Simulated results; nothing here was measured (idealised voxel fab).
This section sets out a process module, namely voxel trench capacitor.
Square cells of 5 nm make up the cross-section cut, whose width is 250 nm.
How to read a cross-section here: the picture is a grid of square cells, written as bands going from the top down, and any band can span one or more rows of cells.
Quick guide to a band line: top height, bottom height (nm) up front; then every material left to right with its width in nm. Only one material and it's marked "full width"? Then it fills the band edge to edge. And "empty" just means empty space.
For the purposes of this specification, 0 denotes the height below which the wafer in its as-received condition is composed wholly of one material, and the lowermost band, lacking a lower limit, extends downward without end, as expressed in "0 nm and below".
When a width is written as two numbers, as in "30..40", the first number is the width in the top row of cells of the band and the second is the width in its bottom row, and the width changes by the same amount from each row to the next.
Where a step carries "everything unchanged", the cross-section came out of it unchanged, cell for cell.
You'll see "Sealed void list" listing empty spaces that have no way open to the top, as long as they're 8 cells or more; the notation is width x height at distance, where the distance is from the left edge, and all of it is in nm.
It should be noted that, on the line of a given step, the content following the step's settings is a remark produced by the simulator itself with respect to that step.
"overlay nm" answers the question of how far to the right of plan the mask lay on a step that has a mask, and when it is negative the answer is to the left.
### Steps in the process plan
- 1: op RECEIVE | material Si
- 2: op CONFORMAL_DEP | material SiN | thk nm 10
- 3: op DIRECTIONAL_DEP | material aC | thk nm 15
- 4: op PATTERN | tone open | mask id TRENCH | material resist | width nm 30 | pitch nm 60 | thk nm 35 | overlay nm 0
- 5: op DIRECTIONAL_ETCH | etch materials aC | depth nm 15
- 6: op STRIP | etch materials resist
- 7: op DIRECTIONAL_ETCH | etch materials SiN | depth nm 10
- 8: op DIRECTIONAL_ETCH | etch materials Si | depth nm 25
- 9: op STRIP | etch materials aC
- 10: op CONFORMAL_DEP | material Al2O3 | thk nm 5
- 11: op CONFORMAL_DEP | material TiN | thk nm 5
- 12: op FILL_DEP | material W | thk nm 5
- 13: op CMP | height nm 10
The value of thk nm given for step 11 in the plan refers to the first wafer; the wafers vary in this setting and are alike at the start.
### Received wafers, first of several: cross-section after step 1
    0 nm and below  Si full width
    Sealed void list: none
### First of several wafers: cross-section at the end of the module, after step 13, its last step
    10 nm to 0 nm  SiN: 80 | Al2O3: 5 | TiN: 5 | W: 10 | TiN: 5 | Al2O3: 5 | SiN: 30 | Al2O3: 5 | TiN: 5 | W: 10 | TiN: 5 | Al2O3: 5 | SiN: 80
    0 nm to -15 nm  Si: 80 | Al2O3: 5 | TiN: 5 | W: 10 | TiN: 5 | Al2O3: 5 | Si: 30 | Al2O3: 5 | TiN: 5 | W: 10 | TiN: 5 | Al2O3: 5 | Si: 80
    -15 nm to -20 nm  Si: 80 | Al2O3: 5 | TiN: 20 | Al2O3: 5 | Si: 30 | Al2O3: 5 | TiN: 20 | Al2O3: 5 | Si: 80
    -20 nm to -25 nm  Si: 80 | Al2O3: 30 | Si: 30 | Al2O3: 30 | Si: 80
    -25 nm and below  Si full width
    Sealed void list: none
### The last wafer as seen in cross-section at the end of the module
    10 nm to 0 nm  SiN: 80 | Al2O3: 5 | TiN: 20 | Al2O3: 5 | SiN: 30 | Al2O3: 5 | TiN: 20 | Al2O3: 5 | SiN: 80
    0 nm to -20 nm  Si: 80 | Al2O3: 5 | TiN: 20 | Al2O3: 5 | Si: 30 | Al2O3: 5 | TiN: 20 | Al2O3: 5 | Si: 80
    -20 nm to -25 nm  Si: 80 | Al2O3: 30 | Si: 30 | Al2O3: 30 | Si: 80
    -25 nm and below  Si full width
    Sealed void list: none
### What follows is a table in which each wafer occupies a row; for the wafer as it stands at the close of the module, the row states, material by material, how many cells have been gained (+) or lost (-) since receipt, and then gives its closed voids
thk nm 5, +36 Al2O3, -60 Si, +76 SiN, +28 TiN, +20 W, Sealed void list: none
thk nm 10, +36 Al2O3, -60 Si, +76 SiN, +48 TiN, Sealed void list: none
thk nm 15, +36 Al2O3, -60 Si, +76 SiN, +48 TiN, Sealed void list: none
thk nm 20, +36 Al2O3, -60 Si, +76 SiN, +48 TiN, Sealed void list: none
